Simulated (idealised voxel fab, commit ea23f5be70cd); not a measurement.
The document below concerns the process module designated voxel transistor to metal.
cross-section cut | 295 nm wide | cells 5 nm
In this document a cross-section is written as a grid of square cells. It is given as a series of bands, listed from the top down, and a band is one or more rows of cells. Top, bottom (nm), then materials left to right with widths (nm); lone material tagged "everywhere" fills the whole band edge to edge; "empty" = empty space. Ref level 0: as-received wafer is one material below here. Bottom band extends down with no lower bound ("top 0, no bottom"). Note: "30..40" means the width goes from the first number (top row of the band) to the second number (bottom row) in equal steps per row of cells. Given "remained the same" for a step, no cell of the cross-section differs between before and after that step. "Closed-off voids" means: voids of 8 cells or more that are shut off from the top with no open way through. Written width x height at distance, distance from the left edge, in nm. It should be noted that, on the line of a given step, the content following the step's settings is a remark produced by the simulator itself with respect to that step. "overlay nm", when on a step's line for a step with a mask, measures how far to the right of its planned place the mask lay; a negative measure means to the left.
**These are the steps we planned for the process**
1 op RECEIVE | material Si
2 op OXIDIZE | depth nm 5
3 op CONFORMAL_DEP | material SiN | thk nm 15
4 op DIRECTIONAL_DEP | material aC | thk nm 10
5 op PATTERN | tone cover | mask id ACTIVE | material resist | width nm 95 | pitch nm 120 | thk nm 30 | overlay nm 0
6 op DIRECTIONAL_ETCH | etch materials aC | depth nm 10
7 op STRIP | etch materials resist
8 op DIRECTIONAL_ETCH | etch materials SiN | depth nm 15
9 op DIRECTIONAL_ETCH | etch materials SiO2 | depth nm 5
10 op DIRECTIONAL_ETCH | etch materials Si | depth nm 25
11 op STRIP | etch materials aC
12 op FILL_DEP | material SiO2 | thk nm 5
13 op CMP | height nm 15
14 op SELECTIVE_ETCH | etch materials SiO2 | depth nm 15
15 op STRIP | etch materials SiN
16 op SELECTIVE_ETCH | etch materials SiO2 | depth nm 5
17 op OXIDIZE | depth nm 5
18 op DIRECTIONAL_DEP | material polySi | thk nm 30
19 op DIRECTIONAL_DEP | material SiCN | thk nm 15
20 op MASKED_ETCH | tone cover | mask id GATE | width nm 15 | pitch nm 120 | etch materials SiCN | depth nm 25 | overlay nm 0
21 op MASKED_ETCH | tone cover | mask id GATE | width nm 15 | pitch nm 120 | etch materials polySi | depth nm 40 | overlay nm 0
22 op CONFORMAL_DEP | material SiN | thk nm 10
23 op DIRECTIONAL_ETCH | etch materials SiN | depth nm 10
24 op DIRECTIONAL_ETCH | etch materials SiO2 | depth nm 5
25 op DIRECTIONAL_ETCH | etch materials Si | depth nm 15
26 op EPI | material nSi | thk nm 15
27 op FILL_DEP | material SiO2 | thk nm 5
28 op CMP | height nm 40
29 op DIRECTIONAL_DEP | material SiO2 | thk nm 10
30 op DIRECTIONAL_DEP | material aC | thk nm 15
31 op PATTERN | tone open | mask id CONTACT | material resist | width nm 20 | thk nm 35 | overlay nm 0
32 op DIRECTIONAL_ETCH | etch materials aC | depth nm 15
33 op STRIP | etch materials resist
34 op DIRECTIONAL_ETCH | etch materials SiO2 | depth nm 60
35 op STRIP | etch materials aC
36 op CONFORMAL_DEP | material TiN | thk nm 5
37 op FILL_DEP | material Ru | thk nm 10
38 op CMP | height nm 50
39 op DIRECTIONAL_DEP | material TiN | thk nm 5
40 op DIRECTIONAL_DEP | material W | thk nm 25
41 op DIRECTIONAL_DEP | material aC | thk nm 15
42 op PATTERN | tone cover | mask id METAL_1 | material resist | width nm 20 | thk nm 30 | overlay nm 0
43 op DIRECTIONAL_ETCH | etch materials aC | depth nm 15
44 op STRIP | etch materials resist
45 op DIRECTIONAL_ETCH | etch materials W | depth nm 25
46 op DIRECTIONAL_ETCH | etch materials TiN | depth nm 5
47 op STRIP | etch materials aC
48 op FILL_DEP | material lowk | thk nm 5
49 op CMP | height nm 80
50 op CONFORMAL_DEP | material SiCN | thk nm 5
51 op DIRECTIONAL_DEP | material lowk | thk nm 30
52 op PATTERN | tone open | mask id METAL_2_HOLES | material resist | width nm 15 | pitch nm 120 | thk nm 20 | overlay nm 0
53 op DIRECTIONAL_ETCH | etch materials lowk | depth nm 30
54 op STRIP | etch materials resist
55 op PATTERN | tone open | mask id METAL_2 | material resist | width nm 20 | pitch nm 120 | thk nm 15 | overlay nm 0
56 op DIRECTIONAL_ETCH | etch materials lowk | depth nm 15
57 op DIRECTIONAL_ETCH | etch materials SiCN | depth nm 5
58 op STRIP | etch materials resist
59 op CONFORMAL_DEP | material TiN | thk nm 5
60 op FILL_DEP | material Ru | thk nm 5
61 op CMP | height nm 115
62 op CONFORMAL_DEP | material SiCN | thk nm 5
**The cross-section here shows the wafer as received, i.e. in its state after step 1**
  top 0, no bottom = Si everywhere
  Closed-off voids: none
**The cross-section shown corresponds to the wafer at the conclusion of the module. The initial structure and the process plan are those presented above; however, one mistake occurred in executing the plan**
  top 120, bottom 115 = SiCN everywhere
  top 115, bottom 105 = lowk: 45  TiN: 5  Ru: 10  TiN: 5  lowk: 100  TiN: 5  Ru: 10  TiN: 5  lowk: 110
  top 105, bottom 100 = lowk: 45  TiN: 5  Ru: 5  TiN: 10  lowk: 100  TiN: 5  Ru: 5  TiN: 10  lowk: 110
  top 100, bottom 90 = lowk: 45  TiN: 5  Ru: 5  TiN: 5  lowk: 105  TiN: 5  Ru: 5  TiN: 5  lowk: 115
  top 90, bottom 85 = lowk: 45  TiN: 15  lowk: 105  TiN: 15  lowk: 115
  top 85, bottom 80 = TiN everywhere
  top 80, bottom 55 = lowk: 45  W: 20  lowk: 45  W: 20  lowk: 35  W: 20  lowk: 45  W: 20  lowk: 45
  top 55, bottom 50 = lowk: 45  TiN: 20  lowk: 45  TiN: 20  lowk: 35  TiN: 20  lowk: 45  TiN: 20  lowk: 45
  top 50, bottom 40 = SiO2: 45  TiN: 5  Ru: 10  TiN: 5  SiO2: 45  TiN: 5  Ru: 10  TiN: 5  SiO2: 35  TiN: 5  Ru: 10  TiN: 5  SiO2: 45  TiN: 5  Ru: 10  TiN: 5  SiO2: 45
  top 40, bottom 25 = SiO2: 45  TiN: 5  Ru: 10  TiN: 5  SiO2: 5  SiN: 10  SiCN: 15  SiN: 10  SiO2: 5  TiN: 5  Ru: 10  TiN: 5  SiO2: 35  TiN: 5  Ru: 10  TiN: 5  SiO2: 5  SiN: 10  SiCN: 15  SiN: 10  SiO2: 5  TiN: 5  Ru: 10  TiN: 5  SiO2: 45
  top 25, bottom 10 = SiO2: 45  TiN: 5  Ru: 10  TiN: 5  SiO2: 5  SiN: 10  polySi: 15  SiN: 10  SiO2: 5  TiN: 5  Ru: 10  TiN: 5  SiO2: 35  TiN: 5  Ru: 10  TiN: 5  SiO2: 5  SiN: 10  polySi: 15  SiN: 10  SiO2: 5  TiN: 5  Ru: 10  TiN: 5  SiO2: 45
  top 10, bottom 5 = SiO2: 45  TiN: 20  SiO2: 5  SiN: 10  polySi: 15  SiN: 10  SiO2: 5  TiN: 20  SiO2: 35  TiN: 20  SiO2: 5  SiN: 10  polySi: 15  SiN: 10  SiO2: 5  TiN: 20  SiO2: 45
  top 5, bottom -5 = SiO2: 45  TiN: 10  nSi: 15  SiN: 10  polySi: 15  SiN: 10  nSi: 15  TiN: 10  SiO2: 35  TiN: 10  nSi: 15  SiN: 10  polySi: 15  SiN: 10  nSi: 15  TiN: 10  SiO2: 45
  top -5, bottom -10 = SiO2: 45  TiN: 10  nSi: 15  SiO2: 35  nSi: 15  TiN: 10  SiO2: 35  TiN: 10  nSi: 15  SiO2: 35  nSi: 15  TiN: 10  SiO2: 45
  top -10, bottom -25 = SiO2: 40  nSi: 30  Si: 35  nSi: 30  SiO2: 25  nSi: 30  Si: 35  nSi: 30  SiO2: 40
  top -25, bottom -30 = SiO2: 40  Si: 95  SiO2: 25  Si: 95  SiO2: 40
  top -30, no bottom = Si everywhere
  Closed-off voids: none
In executing the process, a mistake was made relative to the plan: step 50 was processed under conditions differing from the plan, specifically as op CONFORMAL_DEP | material TiN | thk nm 5
